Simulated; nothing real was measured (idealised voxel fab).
Name of the process module below: voxel transistor to metal
The figure presents cross-section cut, which has a width of 290 nm and is divided into square cells with an edge length of 5 nm.
If you're reading a cross-section in this doc, picture square cells in a grid; it comes to you as bands, top ones listed first down to the bottom, and a band can be one or more rows of cells. Top, bottom (nm), then materials left to right with widths (nm); lone material tagged "all across" fills the whole band edge to edge; "blank" = empty space. Where do heights start? At 0: under that level the wafer as delivered is made of one material only. And the lowest band has no floor; it just carries on downward, as in "from 0 down". Think of "30 to 40" as a width that walks from the first number to the second as you go down the band, top row to bottom row, taking equal-sized steps from row to row. The cross-section has no changed cell in any step marked "remains unaltered". For the entry "Enclosed void list", the listed items are empty spaces with no open way to the top whose size is 8 cells or more; each item follows the pattern width x height at distance, where distance is from the left edge and all three are in nm. On a step's line, text after the settings is the simulator commenting on that step. The line of a step may include "overlay nm". On a step with a mask, this value is how far to the right of its planned place the mask lay. A negative value means the mask lay to the left.
Intended process steps:
step 1: RECEIVE,material Si
step 2: CONFORMAL_DEP,material SiO2,thk nm 5
step 3: CONFORMAL_DEP,material SiN,thk nm 15
step 4: PATTERN,tone cover,mask id ACTIVE,material resist,width nm 105,pitch nm 125,thk nm 15,overlay nm 0
step 5: DIRECTIONAL_ETCH,etch materials SiN,depth nm 15
step 6: DIRECTIONAL_ETCH,etch materials SiO2,depth nm 5
step 7: DIRECTIONAL_ETCH,etch materials Si,depth nm 25
step 8: STRIP,etch materials resist
step 9: FILL_DEP,material SiO2,thk nm 15
step 10: CMP,height nm 20
step 11: SELECTIVE_ETCH,etch materials SiO2,depth nm 5
step 12: STRIP,etch materials SiN
step 13: SELECTIVE_ETCH,etch materials SiO2,depth nm 5
step 14: OXIDIZE,depth nm 5
step 15: DIRECTIONAL_DEP,material polySi,thk nm 30
step 16: DIRECTIONAL_DEP,material SiCN,thk nm 15
step 17: PATTERN,tone cover,mask id GATE,material resist,width nm 35,pitch nm 125,thk nm 15,overlay nm 0
step 18: DIRECTIONAL_ETCH,etch materials SiCN,depth nm 25
step 19: DIRECTIONAL_ETCH,etch materials polySi,depth nm 40
step 20: STRIP,etch materials resist
step 21: CONFORMAL_DEP,material SiN,thk nm 5
step 22: DIRECTIONAL_ETCH,etch materials SiN,depth nm 5
step 23: DIRECTIONAL_ETCH,etch materials SiO2,depth nm 5
step 24: EPI,material pSi,thk nm 5
step 25: FILL_DEP,material SiO2,thk nm 10
step 26: CMP,height nm 30
step 27: STRIP,etch materials polySi
step 28: SELECTIVE_ETCH,etch materials SiO2,depth nm 5
step 29: CONFORMAL_DEP,material HfO2,thk nm 5
step 30: CONFORMAL_DEP,material TiN,thk nm 5
step 31: FILL_DEP,material W,thk nm 5
step 32: CMP,height nm 25
step 33: DIRECTIONAL_DEP,material SiO2,thk nm 15
step 34: MASKED_ETCH,tone open,mask id CONTACT,width nm 15,etch materials SiO2,depth nm 40,overlay nm 0
step 35: CONFORMAL_DEP,material TiN,thk nm 5
step 36: FILL_DEP,material Ru,thk nm 5
step 37: CMP,height nm 40
step 38: CONFORMAL_DEP,material SiCN,thk nm 5
step 39: DIRECTIONAL_DEP,material SiO2,thk nm 25
step 40: PATTERN,tone open,mask id METAL_1,material resist,width nm 15,thk nm 20,overlay nm 0
step 41: DIRECTIONAL_ETCH,etch materials SiO2,depth nm 25
step 42: DIRECTIONAL_ETCH,etch materials SiCN,depth nm 5
step 43: STRIP,etch materials resist
step 44: CONFORMAL_DEP,material TiN,thk nm 5
step 45: FILL_DEP,material Ru,thk nm 10
step 46: CMP,height nm 70
step 47: CONFORMAL_DEP,material SiCN,thk nm 5
Cross-section of the wafer at receipt, which is the condition after step 1:
- from 0 down | Si all across
- Enclosed void list: none
End-of-module cross-section of the first of two wafers, processed as planned:
- from 75 to 70 | SiCN all across
- from 70 to 45 | 35 SiO2  5 TiN  5 Ru  5 TiN  65 SiO2  5 TiN  5 Ru  5 TiN  30 SiO2  5 TiN  5 Ru  5 TiN  65 SiO2  5 TiN  5 Ru  5 TiN  35 SiO2
- from 45 to 40 | 35 SiCN  15 TiN  65 SiCN  15 TiN  30 SiCN  15 TiN  65 SiCN  15 TiN  35 SiCN
- from 40 to 25 | 35 SiO2  5 TiN  5 Ru  5 TiN  65 SiO2  5 TiN  5 Ru  5 TiN  30 SiO2  5 TiN  5 Ru  5 TiN  65 SiO2  5 TiN  5 Ru  5 TiN  35 SiO2
- from 25 to 10 | 35 SiO2  5 TiN  5 Ru  5 TiN  10 SiO2  5 SiN  5 HfO2  5 TiN  15 W  5 TiN  5 HfO2  5 SiN  10 SiO2  5 TiN  5 Ru  5 TiN  30 SiO2  5 TiN  5 Ru  5 TiN  10 SiO2  5 SiN  5 HfO2  5 TiN  15 W  5 TiN  5 HfO2  5 SiN  10 SiO2  5 TiN  5 Ru  5 TiN  35 SiO2
- from 10 to 5 | 25 SiO2  5 SiN  5 SiO2  5 TiN  5 Ru  5 TiN  10 SiO2  5 SiN  5 HfO2  5 TiN  15 W  5 TiN  5 HfO2  5 SiN  10 SiO2  5 TiN  5 Ru  5 TiN  5 SiO2  5 SiN  10 SiO2  5 SiN  5 SiO2  5 TiN  5 Ru  5 TiN  10 SiO2  5 SiN  5 HfO2  5 TiN  15 W  5 TiN  5 HfO2  5 SiN  10 SiO2  5 TiN  5 Ru  5 TiN  5 SiO2  5 SiN  25 SiO2
- from 5 to 0 | 25 SiO2  5 SiN  5 SiO2  15 TiN  10 SiO2  5 SiN  5 HfO2  25 TiN  5 HfO2  5 SiN  10 SiO2  15 TiN  5 SiO2  5 SiN  10 SiO2  5 SiN  5 SiO2  15 TiN  10 SiO2  5 SiN  5 HfO2  25 TiN  5 HfO2  5 SiN  10 SiO2  15 TiN  5 SiO2  5 SiN  25 SiO2
- from 0 to -5 | 30 SiO2  30 pSi  45 HfO2  30 pSi  20 SiO2  30 pSi  45 HfO2  30 pSi  30 SiO2
- from -5 to -25 | 30 SiO2  105 Si  20 SiO2  105 Si  30 SiO2
- from -25 down | Si all across
- Enclosed void list: none
Wafer two cross-section, module end. Start and plan unchanged from wafer one; one mistake made during the run:
- from 75 to 70 | SiCN all across
- from 70 to 45 | 35 SiO2  5 TiN  5 Ru  5 TiN  65 SiO2  5 TiN  5 Ru  5 TiN  30 SiO2  5 TiN  5 Ru  5 TiN  65 SiO2  5 TiN  5 Ru  5 TiN  35 SiO2
- from 45 to 40 | 35 SiCN  15 TiN  65 SiCN  15 TiN  30 SiCN  15 TiN  65 SiCN  15 TiN  35 SiCN
- from 40 to 30 | 35 SiO2  5 TiN  5 Ru  5 TiN  65 SiO2  5 TiN  5 Ru  5 TiN  30 SiO2  5 TiN  5 Ru  5 TiN  65 SiO2  5 TiN  5 Ru  5 TiN  35 SiO2
- from 30 to 25 | 35 SiO2  15 TiN  65 SiO2  15 TiN  30 SiO2  15 TiN  65 SiO2  15 TiN  35 SiO2
- from 25 to 15 | 55 W  5 TiN  5 HfO2  5 SiN  25 SiO2  5 SiN  5 HfO2  5 TiN  70 W  5 TiN  5 HfO2  5 SiN  25 SiO2  5 SiN  5 HfO2  5 TiN  55 W
- from 15 to 10 | 30 TiN  25 W  5 TiN  5 HfO2  5 SiN  25 SiO2  5 SiN  5 HfO2  5 TiN  70 W  5 TiN  5 HfO2  5 SiN  25 SiO2  5 SiN  5 HfO2  5 TiN  25 W  30 TiN
- from 10 to 5 | 25 HfO2  5 TiN  25 W  5 TiN  5 HfO2  5 SiN  25 SiO2  5 SiN  5 HfO2  5 TiN  70 W  5 TiN  5 HfO2  5 SiN  25 SiO2  5 SiN  5 HfO2  5 TiN  25 W  5 TiN  25 HfO2
- from 5 to 0 | 20 SiO2  5 HfO2  35 TiN  5 HfO2  5 SiN  25 SiO2  5 SiN  5 HfO2  80 TiN  5 HfO2  5 SiN  25 SiO2  5 SiN  5 HfO2  35 TiN  5 HfO2  20 SiO2
- from 0 to -5 | 20 SiO2  50 HfO2  25 pSi  100 HfO2  25 pSi  50 HfO2  20 SiO2
- from -5 to -25 | 30 SiO2  105 Si  20 SiO2  105 Si  30 SiO2
- from -25 down | Si all across
- Enclosed void list: none
Which mistake was made when the wafer was run? in deviation from the planned setting, step 17 was conducted as PATTERN,tone open,mask id GATE,material resist,width nm 35,pitch nm 125,thk nm 15,overlay nm 0
Final difference in cells, second wafer against first, listed per material as more or fewer: HfO2: 34 more, Ru: 20 fewer, SiN: 8 fewer, SiO2: 82 fewer, TiN: 6 fewer, W: 96 more, pSi: 14 fewer
